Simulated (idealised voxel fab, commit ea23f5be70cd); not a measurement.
The process module that follows is named voxel transistor to metal.
Square cell edge 5 nm, section width 145 nm, ID cut.
If you're reading a cross-section in this doc, picture square cells in a grid; it comes to you as bands, top ones listed first down to the bottom, and a band can be one or more rows of cells. Band: top height; bottom height; in nm. Then, left to right: material with width in nm, for each material. "all across": a single material spanning edge to edge. "empty": empty space. Below 0: as-received wafer, all one material; heights counted from there. Lowest band: no bottom, goes on down, written "0 nm and below". Width spec "30..40" -> top row of cells at first value, bottom row at second value, equal per-row change in between. What does "no modifications" mean for a step? It means no cell of the cross-section changed in that step. If an empty space has no open way to the top and is at least 8 cells in size, "Cavities, sealed" lists it, written width x height at distance, where distance is measured from the left edge and every value is in nm. It should be noted that, on the line of a given step, the content following the step's settings is a remark produced by the simulator itself with respect to that step. A step's line can hold "overlay nm"; with a mask on that step, the setting says how far right of the planned place the mask lay, while a negative setting says it lay to the left.
-- Process steps - plan
1 RECEIVE [material Si]
2 CONFORMAL_DEP [material SiO2] [thk nm 5]
3 CONFORMAL_DEP [material SiN] [thk nm 15]
4 MASKED_ETCH [tone cover] [mask id ACTIVE] [width nm 105] [etch materials SiN] [depth nm 15] [overlay nm 0]
5 MASKED_ETCH [tone cover] [mask id ACTIVE] [width nm 105] [etch materials SiO2] [depth nm 5] [overlay nm 0]
6 MASKED_ETCH [tone cover] [mask id ACTIVE] [width nm 105] [etch materials Si] [depth nm 30] [overlay nm -5]
7 FILL_DEP [material SiO2] [thk nm 15]
8 CMP [height nm 20]
9 SELECTIVE_ETCH [etch materials SiO2] [depth nm 10]
10 STRIP [etch materials SiN]
11 SELECTIVE_ETCH [etch materials SiO2] [depth nm 5]
12 OXIDIZE [depth nm 5]
13 DIRECTIONAL_DEP [material polySi] [thk nm 20]
14 DIRECTIONAL_DEP [material SiCN] [thk nm 10]
15 MASKED_ETCH [tone cover] [mask id GATE] [width nm 15] [etch materials SiCN] [depth nm 20] [overlay nm 0]
16 MASKED_ETCH [tone cover] [mask id GATE] [width nm 15] [etch materials polySi] [depth nm 30] [overlay nm 0]
17 CONFORMAL_DEP [material SiO2] [thk nm 5]
18 DIRECTIONAL_ETCH [etch materials SiO2] [depth nm 5]
19 CONFORMAL_DEP [material SiN] [thk nm 5]
20 DIRECTIONAL_ETCH [etch materials SiN] [depth nm 5]
21 DIRECTIONAL_ETCH [etch materials SiO2] [depth nm 5]
22 DIRECTIONAL_ETCH [etch materials Si] [depth nm 10]
23 EPI [material SiGe] [thk nm 15]
24 FILL_DEP [material SiO2] [thk nm 10]
25 CMP [height nm 30]
26 DIRECTIONAL_DEP [material SiO2] [thk nm 15]
27 MASKED_ETCH [tone open] [mask id CONTACT] [width nm 30] [pitch nm 55] [etch materials SiO2] [depth nm 35] [overlay nm 0]
28 CONFORMAL_DEP [material TiN] [thk nm 5]
29 FILL_DEP [material W] [thk nm 5]
30 CMP [height nm 45]
31 CONFORMAL_DEP [material SiN] [thk nm 5]
32 DIRECTIONAL_DEP [material SiO2] [thk nm 20]
33 DIRECTIONAL_DEP [material aC] [thk nm 10]
34 PATTERN [tone open] [mask id METAL_1] [material resist] [width nm 15] [pitch nm 70] [thk nm 30] [overlay nm 0]
35 DIRECTIONAL_ETCH [etch materials aC] [depth nm 10]
36 STRIP [etch materials resist]
37 DIRECTIONAL_ETCH [etch materials SiO2] [depth nm 20]
38 DIRECTIONAL_ETCH [etch materials SiN] [depth nm 5]
39 STRIP [etch materials aC]
40 CONFORMAL_DEP [material TiN] [thk nm 5]
41 FILL_DEP [material W] [thk nm 10]
42 CMP [height nm 70]
43 CONFORMAL_DEP [material SiCN] [thk nm 5]
44 DIRECTIONAL_DEP [material lowk] [thk nm 35]
45 MASKED_ETCH [tone open] [mask id METAL_2] [width nm 15] [pitch nm 70] [etch materials lowk] [depth nm 20] [overlay nm 0]
46 DIRECTIONAL_DEP [material aC] [thk nm 15]
47 PATTERN [tone open] [mask id METAL_2_HOLES] [material resist] [width nm 15] [pitch nm 70] [thk nm 30] [overlay nm 0]
48 DIRECTIONAL_ETCH [etch materials aC] [depth nm 15]
49 STRIP [etch materials resist]
50 DIRECTIONAL_ETCH [etch materials lowk] [depth nm 15]
51 DIRECTIONAL_ETCH [etch materials SiCN] [depth nm 5]
52 STRIP [etch materials aC]
53 CONFORMAL_DEP [material TiN] [thk nm 5]
54 FILL_DEP [material Ru] [thk nm 10]
55 CMP [height nm 110]
56 CONFORMAL_DEP [material SiN] [thk nm 5]
The wafers in this document start out alike and differ in the overlay nm applied at step 6; the plan shows the value used for the first wafer.
-- The as-received cross-section of the first of several wafers corresponds to the state after step 1
0 nm and below: Si all across
Cavities, sealed: none
-- Per wafer (row), end of module: delta in cells per material since receipt, (+) for gained, (-) for lost; closed voids after that
overlay nm -5, +14 Ru, -88 Si, +29 SiCN, +62 SiGe, +66 SiN, +271 SiO2, +92 TiN, +48 W, +161 lowk, +12 polySi, Cavities, sealed: none
overlay nm 0, +14 Ru, -93 Si, +29 SiCN, +62 SiGe, +66 SiN, +276 SiO2, +92 TiN, +48 W, +161 lowk, +12 polySi, Cavities, sealed: none
overlay nm 5, +14 Ru, -88 Si, +29 SiCN, +62 SiGe, +66 SiN, +271 SiO2, +92 TiN, +48 W, +161 lowk, +12 polySi, Cavities, sealed: none
